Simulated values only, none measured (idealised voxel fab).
Process module heading - voxel tone inversion
Cross-section cut spans 285 nm and uses square cells 5 nm in size.
The cross-sections in this document take the form of a grid made of square cells. They are written out as bands, in order from top to bottom. Each band consists of one or more rows of cells. This entry defines a band. It first specifies the height of the band's top and the height of its bottom in nm, and then specifies the band's materials from left to right, stating each material with its width in nm. The word "throughout" identifies a single material that fills the band from edge to edge, while the word "blank" identifies empty space. Measure heights from 0. That's the level where, below it, the as-received wafer is all one material. The lowest band is bottomless and extends downward; write it as in "0 down". The width entry "30 to 40" should be interpreted row by row: the top row of cells in the band takes the first number, the bottom row takes the second number, and the change between adjacent rows is uniform throughout. A step reported as "stayed the same" is a step in which no cell of the cross-section changed. Empty spaces counting at least 8 cells and having no open way to the top are listed in "Internal closed voids". The notation width x height at distance is used for each, the distance being from the left edge and all three values in nm. It should be noted that, on the line of a given step, the content following the step's settings is a remark produced by the simulator itself with respect to that step. On any step carrying a mask, the "overlay nm" setting, if present on the step's line, tells how far right of its planned place the mask lay; negative values point to the left.
# These are the steps we planned for the process
1 RECEIVE with material Si
2 CONFORMAL_DEP with material SiN, thk nm 5
3 DIRECTIONAL_DEP with material aC, thk nm 20
4 PATTERN with tone cover, mask id POSTS, material resist, width nm 15, pitch nm 45, thk nm 30, overlay nm 0
5 DIRECTIONAL_ETCH with etch materials aC, depth nm 20
6 STRIP with etch materials resist
7 FILL_DEP with material lowk, thk nm 10
8 CMP with height nm 25
9 STRIP with etch materials aC
# This is the cross-section of the wafer as we received it, i.e. after step 1
- 0 down  Si throughout
- Internal closed voids: none
# The following cross-section depicts the wafer upon conclusion of the module. Processing commenced from the starting condition illustrated above and adhered to the plan illustrated above, save for one mistake in execution
- 25 to 20  SiN throughout
- 20 to 0  aC throughout
- 0 down  Si throughout
- Internal closed voids: none
Deviation noted in wafer processing: steps 2 and 3 were swapped
